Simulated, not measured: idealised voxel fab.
Title: Process Module voxel capacitor over wiring
Cross-section cut: width 295 nm, square cells of 5 nm.
Cross-section = grid of square cells, listed top down in bands; band = one or more rows. It is stipulated that each band's entry specify, in nanometres, the height of the top of the band and then that of its bottom, followed by the materials of the band in left-to-right sequence, each together with its width in nanometres. A single material marked by the word "everywhere" is understood to fill the band from edge to edge; the word "empty" is understood to denote empty space. Ref level 0: as-received wafer is one material below here. Bottom band extends down with no lower bound ("top 0, no bottom"). It should be noted that a width expressed as "30 to 40" varies in equal increments from row to row of cells within the band, taking the value of the first number at the top row and that of the second number at the bottom row. Given "left unchanged" for a step, no cell of the cross-section differs between before and after that step. The entry titled "Internal closed voids" provides the empty spaces that have no open way to the top, restricted to those of 8 cells or more. Each is presented as width x height at distance, the distance being measured from the left edge, with all three in nm. It should be noted that, on the line of a given step, the content following the step's settings is a remark produced by the simulator itself with respect to that step. The "overlay nm" setting may appear on a step's line; for a step that uses a mask, it gives how far to the right of its planned position the mask lay, and a negative value indicates the left.

Below is the list of planned process steps
1. RECEIVE,material Si
2. CONFORMAL_DEP,material SiO2,thk nm 10
3. DIRECTIONAL_DEP,material TiN,thk nm 5
4. DIRECTIONAL_DEP,material W,thk nm 25
5. MASKED_ETCH,tone cover,mask id METAL_1,width nm 20,pitch nm 80,etch materials W,depth nm 25,overlay nm 0
6. MASKED_ETCH,tone cover,mask id METAL_1,width nm 20,pitch nm 80,etch materials TiN,depth nm 5,overlay nm 0
7. FILL_DEP,material SiO2,thk nm 5
8. CMP,height nm 40
9. CONFORMAL_DEP,material SiCN,thk nm 5
10. DIRECTIONAL_DEP,material SiO2,thk nm 15
11. DIRECTIONAL_DEP,material aC,thk nm 10
12. PATTERN,tone open,mask id PLUG_1,material resist,width nm 15,thk nm 25,overlay nm 0
13. DIRECTIONAL_ETCH,etch materials aC,depth nm 10
14. STRIP,etch materials resist
15. DIRECTIONAL_ETCH,etch materials SiO2,depth nm 15
16. DIRECTIONAL_ETCH,etch materials SiCN,depth nm 5
17. STRIP,etch materials aC
18. EPI,material Ru,thk nm 10
19. EPI,material Ru,thk nm 10
20. DIRECTIONAL_DEP,material TiN,thk nm 5
21. DIRECTIONAL_DEP,material Al2O3,thk nm 5
22. DIRECTIONAL_DEP,material TiN,thk nm 10
23. MASKED_ETCH,tone cover,mask id UPPER_PLATE,width nm 65,etch materials TiN,depth nm 10,overlay nm 0
24. MASKED_ETCH,tone cover,mask id UPPER_PLATE,width nm 65,etch materials Al2O3,depth nm 5,overlay nm 0
25. PATTERN,tone cover,mask id LOWER_PLATE,material resist,width nm 75,thk nm 15,overlay nm 0
26. DIRECTIONAL_ETCH,etch materials TiN,depth nm 5
27. STRIP,etch materials resist
28. FILL_DEP,material SiO2,thk nm 20
29. CMP,height nm 95
30. DIRECTIONAL_DEP,material aC,thk nm 15
31. PATTERN,tone open,mask id PLUG_2,material resist,width nm 15,thk nm 30,overlay nm 0
32. DIRECTIONAL_ETCH,etch materials aC,depth nm 15
33. STRIP,etch materials resist
34. DIRECTIONAL_ETCH,etch materials SiO2,depth nm 15
35. STRIP,etch materials aC
36. CONFORMAL_DEP,material TiN,thk nm 5
37. FILL_DEP,material Ru,thk nm 5
38. CMP,height nm 95
39. CONFORMAL_DEP,material SiCN,thk nm 5

As received (post step 1): cross-section
	top 0, no bottom = Si everywhere
	Internal closed voids: none

Cross-sectional view of the first of the two wafers upon completion of the module, processed in accordance with the plan
	top 100, bottom 95 = SiCN everywhere
	top 95, bottom 85 = SiO2=110, then TiN=5, then Ru=5, then TiN=5, then SiO2=170
	top 85, bottom 80 = SiO2=110, then TiN=15, then SiO2=170
	top 80, bottom 70 = SiO2=100, then TiN=65, then SiO2=130
	top 70, bottom 65 = SiO2=100, then Al2O3=65, then SiO2=130
	top 65, bottom 60 = SiO2=95, then TiN=75, then SiO2=125
	top 60, bottom 45 = SiO2=100, then Ru=15, then SiO2=180
	top 45, bottom 40 = SiCN=100, then Ru=15, then SiCN=180
	top 40, bottom 15 = SiO2=95, then W=20, then SiO2=60, then W=20, then SiO2=100
	top 15, bottom 10 = SiO2=95, then TiN=20, then SiO2=60, then TiN=20, then SiO2=100
	top 10, bottom 0 = SiO2 everywhere
	top 0, no bottom = Si everywhere
	Internal closed voids: none

Cross-sectional view of the second of two wafers upon completion of the module. This wafer shared its starting condition and process plan with the first; one error was made during its execution
	top 100, bottom 95 = SiCN everywhere
	top 95, bottom 90 = SiO2=110, then TiN=15, then SiO2=170
	top 90, bottom 80 = SiO2=100, then TiN=25, then SiO2=170
	top 80, bottom 75 = SiO2=100, then Al2O3=25, then TiN=40, then SiO2=130
	top 75, bottom 70 = SiO2=95, then TiN=70, then SiO2=130
	top 70, bottom 65 = SiO2=90, then Ru=35, then Al2O3=40, then SiO2=130
	top 65, bottom 60 = SiO2=90, then Ru=35, then TiN=45, then SiO2=125
	top 60, bottom 45 = SiO2=100, then Ru=15, then SiO2=180
	top 45, bottom 40 = SiCN=100, then Ru=15, then SiCN=180
	top 40, bottom 15 = SiO2=95, then W=20, then SiO2=60, then W=20, then SiO2=100
	top 15, bottom 10 = SiO2=95, then TiN=20, then SiO2=60, then TiN=20, then SiO2=100
	top 10, bottom 0 = SiO2 everywhere
	top 0, no bottom = Si everywhere
	Internal closed voids: none
So what did we get wrong on this run? a duplicate execution occurred for one of the equivalent steps 18 and 19, which one being indeterminable
Counted in cells at the end, the second wafer holds more or fewer of these materials than the first: 12 more of Ru; 8 fewer of SiO2; 4 fewer of TiN
